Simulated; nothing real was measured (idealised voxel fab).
process module | voxel capacitor over wiring
cross-section cut | 215 nm wide | cells 5 nm
A cross-section is a grid of square cells, given in bands from the top down. A band is one or more rows of cells.
Each band's line starts with the height of the band's top and of its bottom, in nm. Then come its materials from left to right, each with its width in nm. One material with "throughout" fills the band from edge to edge. "air" is empty space.
Height 0 is the level under which the wafer as received is all one material. The lowest band goes on downwards, as in "0 down".
A width such as "30 to 40" changes by the same amount from each row of cells to the next, from the band's top row to its bottom row.
"no change" after a step means that no cell of the cross-section changed.
closed voids: empty space of 8 cells or more with no open way to the top, each as width x height at its distance from the left edge, in nm
after a step's settings: what the simulator itself notes on the step
overlay nm, on a step with a mask: how far to the right of its planned place the mask lay; to the left if negative
plan
1 op RECEIVE | material Si
2 op CONFORMAL_DEP | material SiO2 | thk nm 15
3 op CONFORMAL_DEP | material SiCN | thk nm 5
4 op DIRECTIONAL_DEP | material SiO2 | thk nm 20
5 op DIRECTIONAL_DEP | material aC | thk nm 15
6 op PATTERN | tone open | mask id METAL_1 | material resist | width nm 20 | pitch nm 75 | thk nm 30 | overlay nm 0
7 op DIRECTIONAL_ETCH | etch materials aC | depth nm 15
8 op STRIP | etch materials resist
9 op DIRECTIONAL_ETCH | etch materials SiO2 | depth nm 20
10 op DIRECTIONAL_ETCH | etch materials SiCN | depth nm 5
11 op STRIP | etch materials aC
12 op CONFORMAL_DEP | material TiN | thk nm 5
13 op FILL_DEP | material W | thk nm 10
14 op CMP | height nm 40
15 op EPI | material Ru | thk nm 5
16 op FILL_DEP | material SiCN | thk nm 5
17 op DIRECTIONAL_DEP | material SiO2 | thk nm 10
18 op MASKED_ETCH | tone open | mask id PLUG_1 | width nm 15 | etch materials SiO2 | depth nm 10 | overlay nm 0
19 op MASKED_ETCH | tone open | mask id PLUG_1 | width nm 15 | etch materials SiCN | depth nm 5 | overlay nm 0
20 op EPI | material Ru | thk nm 10
21 op EPI | material Ru | thk nm 5
22 op DIRECTIONAL_DEP | material TiN | thk nm 10
23 op DIRECTIONAL_DEP | material Al2O3 | thk nm 5
24 op DIRECTIONAL_DEP | material TiN | thk nm 5
25 op MASKED_ETCH | tone cover | mask id UPPER_PLATE | width nm 60 | etch materials TiN | depth nm 5 | overlay nm 0
26 op MASKED_ETCH | tone cover | mask id UPPER_PLATE | width nm 60 | etch materials Al2O3 | depth nm 5 | overlay nm 0
27 op PATTERN | tone cover | mask id LOWER_PLATE | material resist | width nm 70 | thk nm 20 | overlay nm 0
28 op DIRECTIONAL_ETCH | etch materials TiN | depth nm 10
29 op STRIP | etch materials resist
30 op FILL_DEP | material SiO2 | thk nm 20
31 op CMP | height nm 95
32 op MASKED_ETCH | tone open | mask id PLUG_2 | width nm 15 | etch materials SiO2 | depth nm 15 | overlay nm 0
33 op CONFORMAL_DEP | material TiN | thk nm 5
34 op FILL_DEP | material Ru | thk nm 5
35 op CMP | height nm 95
36 op CONFORMAL_DEP | material SiCN | thk nm 5
as received, after step 1
  0 down: Si throughout
  closed voids: none
first wafer at the end, as planned
  100 to 95: SiCN throughout
  95 to 85: SiO2 75 | TiN 5 | Ru 5 | TiN 5 | SiO2 125
  85 to 75: SiO2 75 to 65 | TiN 15 to 60 | SiO2 125 to 90
  75 to 70: SiO2 65 | Al2O3 60 | SiO2 90
  70 to 60: SiO2 60 | TiN 70 | SiO2 85
  60 to 50: SiO2 65 | Ru 15 | SiO2 135
  50 to 45: SiCN 65 | Ru 15 | SiCN 135
  45 to 40: SiCN 55 | Ru 30 | SiCN 45 | Ru 30 | SiCN 55
  40 to 20: SiO2 60 | TiN 5 | W 10 | TiN 5 | SiO2 55 | TiN 5 | W 10 | TiN 5 | SiO2 60
  20 to 15: SiCN 60 | TiN 20 | SiCN 55 | TiN 20 | SiCN 60
  15 to 0: SiO2 throughout
  0 down: Si throughout
  closed voids: none
second wafer at the end: like start, like plan, one mistake
  100 to 95: SiCN throughout
  95 to 85: Ru 70 | TiN 5 | SiO2 15 | TiN 5 | Ru 120
  85 to 80: TiN 75 | SiO2 15 | TiN 125
  80 to 75: SiO2 65 | TiN 60 | SiO2 90
  75 to 70: SiO2 65 | Al2O3 60 | SiO2 90
  70 to 60: SiO2 60 | TiN 70 | SiO2 85
  60 to 50: SiO2 65 | Ru 15 | SiO2 135
  50 to 45: SiCN 65 | Ru 15 | SiCN 135
  45 to 40: SiCN 55 | Ru 30 | SiCN 45 | Ru 30 | SiCN 55
  40 to 20: SiO2 60 | TiN 5 | W 10 | TiN 5 | SiO2 55 | TiN 5 | W 10 | TiN 5 | SiO2 60
  20 to 15: SiCN 60 | TiN 20 | SiCN 55 | TiN 20 | SiCN 60
  15 to 0: SiO2 throughout
  0 down: Si throughout
  closed voids: none
what went wrong: step 32 ran as: op MASKED_ETCH | tone cover | mask id PLUG_2 | width nm 15 | etch materials SiO2 | depth nm 15 | overlay nm 0
at the end the second wafer has, in cells: 74 more of Ru | 111 fewer of SiO2 | 37 more of TiN
